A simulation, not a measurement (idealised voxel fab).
Herein follows the process module entitled voxel self aligned contacts.
FYI the section here is cut, 290 nm wide, cells are 5 nm squares.
How to read a cross-section here: the picture is a grid of square cells, written as bands going from the top down, and any band can span one or more rows of cells.
In this notation a band is specified by the heights of its top and bottom, in that order and in nm, after which its materials appear from left to right, each paired with its width in nm. The word "throughout" attached to a single material means that material fills the band from edge to edge; the word "air" stands for empty space.
Heights from 0 (as-received wafer is one material below). Bottom band endless downward, as "0..down".
The two numbers in a width such as "30..40" mark its ends across the band: the first belongs to the top row of cells, the second to the bottom row, and from each row to the next the width moves by the same amount.
No cell of the cross-section changed in a step that is given as "remained the same".
Heads up: "Voids, sealed" only lists the empty pockets with no open path to the top that are 8 cells or more, and it writes them as width x height at distance, distance from the left edge, in nm.
Past the settings on a step's line: simulator remark, on that step.
When a step includes a mask, the "overlay nm" setting on its line states how far to the right of its planned place that mask lay, and negative values state how far to the left.
Process steps foreseen in the plan
1,RECEIVE, material Si
2,CONFORMAL_DEP, material SiO2, thk nm 5
3,DIRECTIONAL_DEP, material polySi, thk nm 25
4,DIRECTIONAL_DEP, material SiN, thk nm 20
5,DIRECTIONAL_DEP, material aC, thk nm 15
6,PATTERN, tone cover, mask id GATE, material resist, width nm 30, pitch nm 75, thk nm 30, overlay nm 0
7,DIRECTIONAL_ETCH, etch materials aC, depth nm 15
8,STRIP, etch materials resist
9,DIRECTIONAL_ETCH, etch materials SiN, depth nm 20
10,DIRECTIONAL_ETCH, etch materials polySi, depth nm 25
11,STRIP, etch materials aC
12,CONFORMAL_DEP, material SiN, thk nm 10
13,DIRECTIONAL_ETCH, etch materials SiN, depth nm 10
14,FILL_DEP, material SiO2, thk nm 10
15,CMP, height nm 55
16,MASKED_ETCH, tone open, mask id CONTACT, width nm 55, pitch nm 75, etch materials SiO2, depth nm 55, overlay nm 0
17,CONFORMAL_DEP, material TiN, thk nm 5
18,FILL_DEP, material W, thk nm 5
19,CMP, height nm 55
20,CONFORMAL_DEP, material SiN, thk nm 5
Incoming wafer in cross-section (state: after step 1)
> 0..down = Si throughout
> Voids, sealed: none
Module complete - cross-section of the first of two wafers, run according to plan
> 60..55 = SiN throughout
> 55..50 = SiO2: 80, then TiN: 20, then W: 15, then TiN: 20, then SiO2: 20, then TiN: 20, then W: 15, then TiN: 20, then SiO2: 80
> 50..30 = SiO2: 45, then SiN: 50, then TiN: 5, then W: 15, then TiN: 5, then SiN: 50, then TiN: 5, then W: 15, then TiN: 5, then SiN: 50, then SiO2: 45
> 30..5 = SiO2: 45, then SiN: 10, then polySi: 30, then SiN: 10, then TiN: 5, then W: 15, then TiN: 5, then SiN: 10, then polySi: 30, then SiN: 10, then TiN: 5, then W: 15, then TiN: 5, then SiN: 10, then polySi: 30, then SiN: 10, then SiO2: 45
> 5..0 = SiO2: 95, then TiN: 25, then SiO2: 50, then TiN: 25, then SiO2: 95
> 0..down = Si throughout
> Voids, sealed: none
Now the second wafer, cross-sectioned at the end of the module. Nothing different at the start, nothing different in the plan compared with the first, just one mistake when it was actually run
> 60..55 = SiN throughout
> 55..50 = SiO2: 90, then TiN: 10, then W: 15, then TiN: 30, then SiO2: 20, then TiN: 10, then W: 15, then TiN: 30, then SiO2: 70
> 50..30 = SiO2: 45, then SiN: 50, then TiN: 5, then W: 15, then TiN: 5, then SiN: 50, then TiN: 5, then W: 15, then TiN: 5, then SiN: 50, then SiO2: 45
> 30..5 = SiO2: 45, then SiN: 10, then polySi: 30, then SiN: 10, then TiN: 5, then W: 15, then TiN: 5, then SiN: 10, then polySi: 30, then SiN: 10, then TiN: 5, then W: 15, then TiN: 5, then SiN: 10, then polySi: 30, then SiN: 10, then SiO2: 45
> 5..0 = SiO2: 95, then TiN: 25, then SiO2: 50, then TiN: 25, then SiO2: 95
> 0..down = Si throughout
> Voids, sealed: none
So what did we get wrong on this run? contrary to plan, step 16 was performed as MASKED_ETCH, tone open, mask id CONTACT, width nm 55, pitch nm 75, etch materials SiO2, depth nm 55, overlay nm 10
Final wafers compared: equal cell tally per material, rearranged layout.
